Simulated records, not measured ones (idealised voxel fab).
The following process module bears the name voxel quadruple lines.
cross-section cut | 170 nm wide | cells 5 nm
When this document writes out a cross-section, it uses a grid of square cells and lists it as bands, beginning at the top and moving down, with a band standing for one or more rows of cells.
First you get the band's top height and its bottom height, in nm, and then the materials it's made of, left to right, with each width in nm. If you see a single material with "everywhere", that one covers the band edge to edge. "blank" is empty space.
Counting heights begins at 0, where everything beneath is, in the wafer as received, one material. The lowest band has no bottom; it goes on downwards, as "0..down" shows.
When a width is written as two numbers, as in "30->40", the first number is the width in the top row of cells of the band and the second is the width in its bottom row, and the width changes by the same amount from each row to the next.
When a step is marked "nothing changed", none of the cells in the cross-section changed during that step.
For the entry "Closed-off voids", the listed items are empty spaces with no open way to the top whose size is 8 cells or more; each item follows the pattern width x height at distance, where distance is from the left edge and all three are in nm.
Post-settings text on a step line: simulator's own remark regarding the step.
overlay nm: mask offset rightward from planned place, masked step; negative means leftward offset.
-- Intended process steps
- 1: RECEIVE: material Si
- 2: CONFORMAL_DEP: material Al2O3, thk nm 5
- 3: DIRECTIONAL_DEP: material Ru, thk nm 15
- 4: DIRECTIONAL_DEP: material polySi, thk nm 20
- 5: DIRECTIONAL_DEP: material aC, thk nm 25
- 6: PATTERN: tone cover, mask id MANDREL, material resist, width nm 30, thk nm 30, overlay nm 0
- 7: DIRECTIONAL_ETCH: etch materials aC, depth nm 25
- 8: STRIP: etch materials resist
- 9: CONFORMAL_DEP: material SiO2, thk nm 10
- 10: DIRECTIONAL_ETCH: etch materials SiO2, depth nm 10
- 11: STRIP: etch materials aC
- 12: DIRECTIONAL_ETCH: etch materials polySi, depth nm 20
- 13: STRIP: etch materials SiO2
- 14: CONFORMAL_DEP: material SiN, thk nm 10
- 15: DIRECTIONAL_ETCH: etch materials SiN, depth nm 10
- 16: STRIP: etch materials polySi
- 17: DIRECTIONAL_ETCH: etch materials Ru, depth nm 15
- 18: STRIP: etch materials SiN
- 19: FILL_DEP: material SiO2, thk nm 10
- 20: CMP: height nm 25
Variable across wafers: step 2 thk nm (plan value is that of the first wafer; starting state common to all).
-- The as-received cross-section of the first of several wafers corresponds to the state after step 1
    0..down: Si everywhere
    Closed-off voids: none
-- Last step of the module is step 20; after it, the first of several wafers in cross-section
    25..20: SiO2 everywhere
    20..5: SiO2=50, then Ru=10, then SiO2=10, then Ru=10, then SiO2=10, then Ru=10, then SiO2=10, then Ru=10, then SiO2=50
    5..0: Al2O3 everywhere
    0..down: Si everywhere
    Closed-off voids: none
-- Cross-sectional view, end of module, last wafer of several
    25..0: Al2O3 everywhere
    0..down: Si everywhere
    Closed-off voids: none
-- Each row below is a wafer at the end of the module, listing for every material the number of cells it has gained (+) or lost (-) since it was received, followed by its closed voids
thk nm 5 | +34 Al2O3 | +24 Ru | +112 SiO2 | Closed-off voids: none
thk nm 10 | +68 Al2O3 | +24 Ru | +78 SiO2 | Closed-off voids: none
thk nm 15 | +102 Al2O3 | +16 Ru | +52 SiO2 | Closed-off voids: none
thk nm 20 | +136 Al2O3 | +8 Ru | +26 SiO2 | Closed-off voids: none
thk nm 25 | +170 Al2O3 | Closed-off voids: none
